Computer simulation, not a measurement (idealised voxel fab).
process module | voxel self aligned vias
cross-section cut | 280 nm wide | cells 5 nm
A cross-section is a grid of square cells, given in bands from the top down. A band is one or more rows of cells.
Each band's line starts with the height of the band's top and of its bottom, in nm. Then come its materials from left to right, each with its width in nm. One material with "throughout" fills the band from edge to edge. "air" is empty space.
Height 0 is the level under which the wafer as received is all one material. The lowest band goes on downwards, as in "0 down".
A width such as "30 to 40" changes by the same amount from each row of cells to the next, from the band's top row to its bottom row.
"no change" after a step means that no cell of the cross-section changed.
closed voids: empty space of 8 cells or more with no open way to the top, each as width x height at its distance from the left edge, in nm
after a step's settings: what the simulator itself notes on the step
overlay nm, on a step with a mask: how far to the right of its planned place the mask lay; to the left if negative
plan
1 op RECEIVE | material Si
2 op CONFORMAL_DEP | material SiO2 | thk nm 10
3 op CONFORMAL_DEP | material SiCN | thk nm 5
4 op DIRECTIONAL_DEP | material lowk | thk nm 25
5 op MASKED_ETCH | tone open | mask id LINES | width nm 20 | pitch nm 45 | etch materials lowk | depth nm 25 | overlay nm 0
6 op CONFORMAL_DEP | material TiN | thk nm 5
7 op FILL_DEP | material W | thk nm 10
8 op CMP | height nm 40
9 op SELECTIVE_ETCH | etch materials W Ru TiN | depth nm 5
10 op FILL_DEP | material SiN | thk nm 5
11 op CMP | height nm 40
12 op DIRECTIONAL_DEP | material lowk | thk nm 15
13 op PATTERN | tone open | mask id VIAS | material resist | width nm 30 | thk nm 20 | overlay nm 0
14 op DIRECTIONAL_ETCH | etch materials lowk | depth nm 15
15 op DIRECTIONAL_ETCH | etch materials SiN | depth nm 5
16 op STRIP | etch materials resist
17 op CONFORMAL_DEP | material TiN | thk nm 5
18 op FILL_DEP | material Ru | thk nm 10
19 op CMP | height nm 55
20 op CONFORMAL_DEP | material SiCN | thk nm 5
as received, after step 1
  0 down: Si throughout
  closed voids: none
a wafer at the end: this start, this plan, one mistake
  60 to 55: SiCN throughout
  55 to 40: lowk 100 | TiN 5 | Ru 20 | TiN 5 | lowk 150
  40 to 35: lowk 100 | TiN 30 | lowk 20 | SiN 20 | lowk 110
  35 to 20: lowk 105 | TiN 5 | W 10 | TiN 5 | lowk 25 | TiN 5 | W 10 | TiN 5 | lowk 110
  20 to 15: lowk 105 | TiN 20 | lowk 25 | TiN 20 | lowk 110
  15 to 10: SiCN throughout
  10 to 0: SiO2 throughout
  0 down: Si throughout
  closed voids: none
what went wrong: step 14 ran as: op DIRECTIONAL_ETCH | etch materials lowk | depth nm 20
